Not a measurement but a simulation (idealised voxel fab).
This is a process module. Its name is voxel capacitor over wiring.
Displayed cross-section: cut, width of 250 nm, square cells sized 5 nm.
We lay out every cross-section as a grid of square cells and spell it out in bands from the top down, where one band means one or more rows of cells.
The entry gives the band's vertical extent as a top height and a bottom height in nm, then its horizontal make-up as materials from left to right, each with a width in nm. "empty" stands for empty space; a single material marked "everywhere" fills the band edge to edge.
Zero point of the height axis is 0; under it, received wafer = one material. Lowest band: continues down indefinitely, "0 -> down".
It should be noted that a width expressed as "30->40" varies in equal increments from row to row of cells within the band, taking the value of the first number at the top row and that of the second number at the bottom row.
A step reported as "remained unchanged" is a step in which no cell of the cross-section changed.
In the "Closed void inventory" entry, you get each enclosed empty space of 8 cells or more, one with no open way to the top, written width x height at distance, distance from the left edge, in nm.
If you see something after the settings on a step's line, that's the simulator's own remark about that step.
Steps that use a mask can have "overlay nm" on their line. It says how far the mask sat to the right of where it was meant to be. Negative means to the left.
PROCESS STEPS (PLANNED)
step 1: RECEIVE: material Si
step 2: CONFORMAL_DEP: material SiO2, thk nm 10
step 3: CONFORMAL_DEP: material SiCN, thk nm 5
step 4: DIRECTIONAL_DEP: material lowk, thk nm 20
step 5: PATTERN: tone open, mask id METAL_1, material resist, width nm 30, pitch nm 100, thk nm 15, overlay nm 0
step 6: DIRECTIONAL_ETCH: etch materials lowk, depth nm 20
step 7: DIRECTIONAL_ETCH: etch materials SiCN, depth nm 5
step 8: STRIP: etch materials resist
step 9: CONFORMAL_DEP: material TiN, thk nm 5
step 10: FILL_DEP: material W, thk nm 5
step 11: CMP: height nm 35
step 12: CONFORMAL_DEP: material SiCN, thk nm 5
step 13: DIRECTIONAL_DEP: material lowk, thk nm 10
step 14: PATTERN: tone open, mask id PLUG_1, material resist, width nm 15, thk nm 20, overlay nm 0
step 15: DIRECTIONAL_ETCH: etch materials lowk, depth nm 10
step 16: DIRECTIONAL_ETCH: etch materials SiCN, depth nm 5
step 17: STRIP: etch materials resist
step 18: EPI: material Ru, thk nm 10
step 19: EPI: material Ru, thk nm 5
step 20: DIRECTIONAL_DEP: material TiN, thk nm 5
step 21: DIRECTIONAL_DEP: material HfO2, thk nm 5
step 22: DIRECTIONAL_DEP: material TiN, thk nm 10
step 23: DIRECTIONAL_DEP: material aC, thk nm 10
step 24: PATTERN: tone cover, mask id UPPER_PLATE, material resist, width nm 75, thk nm 30, overlay nm 0
step 25: DIRECTIONAL_ETCH: etch materials aC, depth nm 10
step 26: STRIP: etch materials resist
step 27: DIRECTIONAL_ETCH: etch materials TiN, depth nm 10
step 28: DIRECTIONAL_ETCH: etch materials HfO2, depth nm 5
step 29: STRIP: etch materials aC
step 30: DIRECTIONAL_DEP: material aC, thk nm 15
step 31: PATTERN: tone cover, mask id LOWER_PLATE, material resist, width nm 85, thk nm 30, overlay nm 0
step 32: DIRECTIONAL_ETCH: etch materials aC, depth nm 15
step 33: STRIP: etch materials resist
step 34: DIRECTIONAL_ETCH: etch materials TiN, depth nm 5
step 35: STRIP: etch materials aC
step 36: FILL_DEP: material SiO2, thk nm 15
step 37: CMP: height nm 80
step 38: DIRECTIONAL_DEP: material aC, thk nm 10
step 39: PATTERN: tone open, mask id PLUG_2, material resist, width nm 15, thk nm 25, overlay nm 0
step 40: DIRECTIONAL_ETCH: etch materials aC, depth nm 10
step 41: STRIP: etch materials resist
step 42: DIRECTIONAL_ETCH: etch materials SiO2, depth nm 10
step 43: STRIP: etch materials aC
step 44: CONFORMAL_DEP: material TiN, thk nm 5
step 45: FILL_DEP: material W, thk nm 5
step 46: CMP: height nm 80
step 47: CONFORMAL_DEP: material SiCN, thk nm 5
CROSS-SECTION: WAFER ON ARRIVAL = AFTER STEP 1
  0 -> down = Si everywhere
  Closed void inventory: none
MODULE COMPLETE, CROSS-SECTION. STARTING POINT AND PLAN PER ABOVE. ONE MISTAKE MADE IN RUNNING THE MODULE
  85 -> 80 = SiCN everywhere
  80 -> 75 = 85 nm SiO2 / 5 nm TiN / 5 nm W / 5 nm TiN / 150 nm SiO2
  75 -> 70 = 85 nm SiO2 / 15 nm TiN / 150 nm SiO2
  70 -> 60 = 80 nm SiO2 / 70 nm TiN / 100 nm SiO2
  60 -> 55 = 80 nm SiO2 / 70 nm HfO2 / 100 nm SiO2
  55 -> 50 = 70 nm SiO2 / 85 nm TiN / 95 nm SiO2
  50 -> 40 = 75 nm lowk / 15 nm Ru / 160 nm lowk
  40 -> 35 = 75 nm SiCN / 15 nm Ru / 160 nm SiCN
  35 -> 15 = 60 nm lowk / 5 nm TiN / 20 nm W / 5 nm TiN / 70 nm lowk / 5 nm TiN / 20 nm W / 5 nm TiN / 60 nm lowk
  15 -> 10 = 60 nm SiCN / 30 nm TiN / 70 nm SiCN / 30 nm TiN / 60 nm SiCN
  10 -> 0 = SiO2 everywhere
  0 -> down = Si everywhere
  Closed void inventory: none
Error vs. plan: in deviation from the planned setting, step 24 was conducted as PATTERN: tone cover, mask id UPPER_PLATE, material resist, width nm 70, thk nm 30, overlay nm 0
